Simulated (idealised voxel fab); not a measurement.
Process module, titled voxel gate over fins
It is cross-section cut that appears here, measuring 145 nm in width, its square cells being 5 nm in size.
Heads up, the way a cross-section reads in here is a grid of square cells, handed over as bands from the top down, with every band being one or more rows of cells.
Quick guide to a band line: top height, bottom height (nm) up front; then every material left to right with its width in nm. Only one material and it's marked "all across"? Then it fills the band edge to edge. And "blank" just means empty space.
Zero point of the height axis is 0; under it, received wafer = one material. Lowest band: continues down indefinitely, "0 -> down".
The notation "30..40" denotes a width that varies across the rows of cells in the band, beginning at the first number in the top row, finishing at the second number in the bottom row, and changing by an identical amount from each row to the next.
Where the words "nothing was modified" appear for a step, the cross-section shows no cell changed by that step; every cell remained as before.
Look at "Unvented voids" for the closed voids: empty spaces with no open path to the top, sized 8 cells or up. Each is width x height at distance, distance from the left edge, all nm.
Formally, on a step line, whatever follows the settings is a remark that the simulator itself makes on the step.
"overlay nm" denotes, for a step that has a mask, the displacement of the mask to the right of its planned place, with negative values corresponding to the left.
The following list gives the planned process steps
1 RECEIVE,material Si
2 CONFORMAL_DEP,material SiN,thk nm 5
3 PATTERN,tone cover,mask id FINS,material resist,width nm 15,pitch nm 35,thk nm 20,overlay nm 0
4 DIRECTIONAL_ETCH,etch materials SiN,depth nm 5
5 DIRECTIONAL_ETCH,etch materials Si,depth nm 30
6 STRIP,etch materials resist
7 OXIDIZE,depth nm 5
8 FILL_DEP,material SiO2,thk nm 15
9 CMP,height nm 5
10 SELECTIVE_ETCH,etch materials SiO2,depth nm 15
11 STRIP,etch materials SiN
12 CONFORMAL_DEP,material HfO2,thk nm 5
13 CONFORMAL_DEP,material TiN,thk nm 5
14 FILL_DEP,material W,thk nm 15
15 CMP,height nm 20
16 CONFORMAL_DEP,material SiN,thk nm 5
Below: the first of two wafers, run as planned
As received (post step 1): cross-section
0 -> down | Si all across
Unvented voids: none
Take a look at the wafer's cross-section after step 2
5 -> 0 | SiN all across
Unchanged below 0.
Take a look at the wafer's cross-section after step 3
25 -> 5 | 30 nm blank | 15 nm resist | 20 nm blank | 15 nm resist | 20 nm blank | 15 nm resist | 30 nm blank
Unchanged below 5.
Take a look at the wafer's cross-section after step 4
25 -> 5 | 30 nm blank | 15 nm resist | 20 nm blank | 15 nm resist | 20 nm blank | 15 nm resist | 30 nm blank
5 -> 0 | 30 nm blank | 15 nm SiN | 20 nm blank | 15 nm SiN | 20 nm blank | 15 nm SiN | 30 nm blank
Unchanged below 0.
Take a look at the wafer's cross-section after step 5
25 -> 5 | 30 nm blank | 15 nm resist | 20 nm blank | 15 nm resist | 20 nm blank | 15 nm resist | 30 nm blank
5 -> 0 | 30 nm blank | 15 nm SiN | 20 nm blank | 15 nm SiN | 20 nm blank | 15 nm SiN | 30 nm blank
0 -> -30 | 30 nm blank | 15 nm Si | 20 nm blank | 15 nm Si | 20 nm blank | 15 nm Si | 30 nm blank
Unchanged below -30.
Take a look at the wafer's cross-section after step 6
5 -> 0 | 30 nm blank | 15 nm SiN | 20 nm blank | 15 nm SiN | 20 nm blank | 15 nm SiN | 30 nm blank
Unchanged below 0.
Take a look at the wafer's cross-section after step 7
5 -> 0 | 30 nm blank | 15 nm SiN | 20 nm blank | 15 nm SiN | 20 nm blank | 15 nm SiN | 30 nm blank
0 -> -30 | 30 nm blank | 5 nm SiO2 | 5 nm Si | 5 nm SiO2 | 20 nm blank | 5 nm SiO2 | 5 nm Si | 5 nm SiO2 | 20 nm blank | 5 nm SiO2 | 5 nm Si | 5 nm SiO2 | 30 nm blank
-30 -> -35 | 35 nm SiO2 | 5 nm Si | 30 nm SiO2 | 5 nm Si | 30 nm SiO2 | 5 nm Si | 35 nm SiO2
Unchanged below -35.
Take a look at the wafer's cross-section after step 8
20 -> 5 | SiO2 all across
5 -> 0 | 30 nm SiO2 | 15 nm SiN | 20 nm SiO2 | 15 nm SiN | 20 nm SiO2 | 15 nm SiN | 30 nm SiO2
0 -> -35 | 35 nm SiO2 | 5 nm Si | 30 nm SiO2 | 5 nm Si | 30 nm SiO2 | 5 nm Si | 35 nm SiO2
Unchanged below -35.
Take a look at the wafer's cross-section after step 9
5 -> 0 | 30 nm SiO2 | 15 nm SiN | 20 nm SiO2 | 15 nm SiN | 20 nm SiO2 | 15 nm SiN | 30 nm SiO2
Unchanged below 0.
Take a look at the wafer's cross-section after step 10
5 -> 0 | 30 nm blank | 15 nm SiN | 20 nm blank | 15 nm SiN | 20 nm blank | 15 nm SiN | 30 nm blank
0 -> -10 | 35 nm blank | 5 nm Si | 30 nm blank | 5 nm Si | 30 nm blank | 5 nm Si | 35 nm blank
Unchanged below -10.
Take a look at the wafer's cross-section after step 11
0 -> -10 | 35 nm blank | 5 nm Si | 30 nm blank | 5 nm Si | 30 nm blank | 5 nm Si | 35 nm blank
Unchanged below -10.
Take a look at the wafer's cross-section after step 12
5 -> 0 | 30 nm blank | 15 nm HfO2 | 20 nm blank | 15 nm HfO2 | 20 nm blank | 15 nm HfO2 | 30 nm blank
0 -> -5 | 30 nm blank | 5 nm HfO2 | 5 nm Si | 5 nm HfO2 | 20 nm blank | 5 nm HfO2 | 5 nm Si | 5 nm HfO2 | 20 nm blank | 5 nm HfO2 | 5 nm Si | 5 nm HfO2 | 30 nm blank
-5 -> -10 | 35 nm HfO2 | 5 nm Si | 30 nm HfO2 | 5 nm Si | 30 nm HfO2 | 5 nm Si | 35 nm HfO2
Unchanged below -10.
Take a look at the wafer's cross-section after step 13
10 -> 5 | 25 nm blank | 25 nm TiN | 10 nm blank | 25 nm TiN | 10 nm blank | 25 nm TiN | 25 nm blank
5 -> 0 | 25 nm blank | 5 nm TiN | 15 nm HfO2 | 5 nm TiN | 10 nm blank | 5 nm TiN | 15 nm HfO2 | 5 nm TiN | 10 nm blank | 5 nm TiN | 15 nm HfO2 | 5 nm TiN | 25 nm blank
0 -> -5 | 30 nm TiN | 5 nm HfO2 | 5 nm Si | 5 nm HfO2 | 20 nm TiN | 5 nm HfO2 | 5 nm Si | 5 nm HfO2 | 20 nm TiN | 5 nm HfO2 | 5 nm Si | 5 nm HfO2 | 30 nm TiN
Unchanged below -5.
Take a look at the wafer's cross-section after step 14
25 -> 10 | W all across
10 -> 5 | 25 nm W | 25 nm TiN | 10 nm W | 25 nm TiN | 10 nm W | 25 nm TiN | 25 nm W
5 -> 0 | 25 nm W | 5 nm TiN | 15 nm HfO2 | 5 nm TiN | 10 nm W | 5 nm TiN | 15 nm HfO2 | 5 nm TiN | 10 nm W | 5 nm TiN | 15 nm HfO2 | 5 nm TiN | 25 nm W
Unchanged below 0.
Take a look at the wafer's cross-section after step 15
20 -> 10 | W all across
Unchanged below 10.
Take a look at the wafer's cross-section after step 16
25 -> 20 | SiN all across
Unchanged below 20.
Second Wafer (Identical Start and Plan, One Processing Error; Matches First Wafer Through Step 2)
Second wafer cross-section, taken as of the time the plan sets for step 3 to be done
25 -> 5 | 30 nm resist | 15 nm blank | 20 nm resist | 15 nm blank | 20 nm resist | 15 nm blank | 30 nm resist
Unchanged below 5.
Second wafer cross-section, taken as of the time the plan sets for step 4 to be done
25 -> 5 | 30 nm resist | 15 nm blank | 20 nm resist | 15 nm blank | 20 nm resist | 15 nm blank | 30 nm resist
5 -> 0 | 30 nm SiN | 15 nm blank | 20 nm SiN | 15 nm blank | 20 nm SiN | 15 nm blank | 30 nm SiN
Unchanged below 0.
Second wafer cross-section, taken as of the time the plan sets for step 5 to be done
25 -> 5 | 30 nm resist | 15 nm blank | 20 nm resist | 15 nm blank | 20 nm resist | 15 nm blank | 30 nm resist
5 -> 0 | 30 nm SiN | 15 nm blank | 20 nm SiN | 15 nm blank | 20 nm SiN | 15 nm blank | 30 nm SiN
0 -> -30 | 30 nm Si | 15 nm blank | 20 nm Si | 15 nm blank | 20 nm Si | 15 nm blank | 30 nm Si
Unchanged below -30.
Second wafer cross-section, taken as of the time the plan sets for step 6 to be done
5 -> 0 | 30 nm SiN | 15 nm blank | 20 nm SiN | 15 nm blank | 20 nm SiN | 15 nm blank | 30 nm SiN
Unchanged below 0.
Second wafer cross-section, taken as of the time the plan sets for step 7 to be done
5 -> 0 | 30 nm SiN | 15 nm blank | 20 nm SiN | 15 nm blank | 20 nm SiN | 15 nm blank | 30 nm SiN
0 -> -30 | 25 nm Si | 5 nm SiO2 | 15 nm blank | 5 nm SiO2 | 10 nm Si | 5 nm SiO2 | 15 nm blank | 5 nm SiO2 | 10 nm Si | 5 nm SiO2 | 15 nm blank | 5 nm SiO2 | 25 nm Si
-30 -> -35 | 25 nm Si | 25 nm SiO2 | 10 nm Si | 25 nm SiO2 | 10 nm Si | 25 nm SiO2 | 25 nm Si
Unchanged below -35.
Second wafer cross-section, taken as of the time the plan sets for step 8 to be done
20 -> 5 | SiO2 all across
5 -> 0 | 30 nm SiN | 15 nm SiO2 | 20 nm SiN | 15 nm SiO2 | 20 nm SiN | 15 nm SiO2 | 30 nm SiN
0 -> -35 | 25 nm Si | 25 nm SiO2 | 10 nm Si | 25 nm SiO2 | 10 nm Si | 25 nm SiO2 | 25 nm Si
Unchanged below -35.
Second wafer cross-section, taken as of the time the plan sets for step 9 to be done
5 -> 0 | 30 nm SiN | 15 nm SiO2 | 20 nm SiN | 15 nm SiO2 | 20 nm SiN | 15 nm SiO2 | 30 nm SiN
Unchanged below 0.
Second wafer cross-section, taken as of the time the plan sets for step 10 to be done
5 -> 0 | 30 nm SiN | 15 nm blank | 20 nm SiN | 15 nm blank | 20 nm SiN | 15 nm blank | 30 nm SiN
0 -> -10 | 25 nm Si | 25 nm blank | 10 nm Si | 25 nm blank | 10 nm Si | 25 nm blank | 25 nm Si
Unchanged below -10.
Second wafer cross-section, taken as of the time the plan sets for step 11 to be done
0 -> -10 | 25 nm Si | 25 nm blank | 10 nm Si | 25 nm blank | 10 nm Si | 25 nm blank | 25 nm Si
Unchanged below -10.
Second wafer cross-section, taken as of the time the plan sets for step 12 to be done
5 -> 0 | 30 nm HfO2 | 15 nm blank | 20 nm HfO2 | 15 nm blank | 20 nm HfO2 | 15 nm blank | 30 nm HfO2
0 -> -5 | 25 nm Si | 5 nm HfO2 | 15 nm blank | 5 nm HfO2 | 10 nm Si | 5 nm HfO2 | 15 nm blank | 5 nm HfO2 | 10 nm Si | 5 nm HfO2 | 15 nm blank | 5 nm HfO2 | 25 nm Si
-5 -> -10 | 25 nm Si | 25 nm HfO2 | 10 nm Si | 25 nm HfO2 | 10 nm Si | 25 nm HfO2 | 25 nm Si
Unchanged below -10.
Second wafer cross-section, taken as of the time the plan sets for step 13 to be done
10 -> 5 | 35 nm TiN | 5 nm blank | 30 nm TiN | 5 nm blank | 30 nm TiN | 5 nm blank | 35 nm TiN
5 -> 0 | 30 nm HfO2 | 5 nm TiN | 5 nm blank | 5 nm TiN | 20 nm HfO2 | 5 nm TiN | 5 nm blank | 5 nm TiN | 20 nm HfO2 | 5 nm TiN | 5 nm blank | 5 nm TiN | 30 nm HfO2
0 -> -5 | 25 nm Si | 5 nm HfO2 | 15 nm TiN | 5 nm HfO2 | 10 nm Si | 5 nm HfO2 | 15 nm TiN | 5 nm HfO2 | 10 nm Si | 5 nm HfO2 | 15 nm TiN | 5 nm HfO2 | 25 nm Si
Unchanged below -5.
Second wafer cross-section, taken as of the time the plan sets for step 14 to be done
25 -> 10 | W all across
10 -> 5 | 35 nm TiN | 5 nm W | 30 nm TiN | 5 nm W | 30 nm TiN | 5 nm W | 35 nm TiN
5 -> 0 | 30 nm HfO2 | 5 nm TiN | 5 nm W | 5 nm TiN | 20 nm HfO2 | 5 nm TiN | 5 nm W | 5 nm TiN | 20 nm HfO2 | 5 nm TiN | 5 nm W | 5 nm TiN | 30 nm HfO2
Unchanged below 0.
Second wafer cross-section, taken as of the time the plan sets for step 15 to be done
20 -> 10 | W all across
Unchanged below 10.
Second wafer cross-section, taken as of the time the plan sets for step 16 to be done
25 -> 20 | SiN all across
Unchanged below 20.
What was the processing mistake? step 3: run off-plan, actual operation and settings PATTERN,tone open,mask id FINS,material resist,width nm 15,pitch nm 35,thk nm 20,overlay nm 0
Final difference in cells, second wafer against first, listed per material as more or fewer: 77 more of Si | 55 fewer of SiO2 | 22 fewer of W
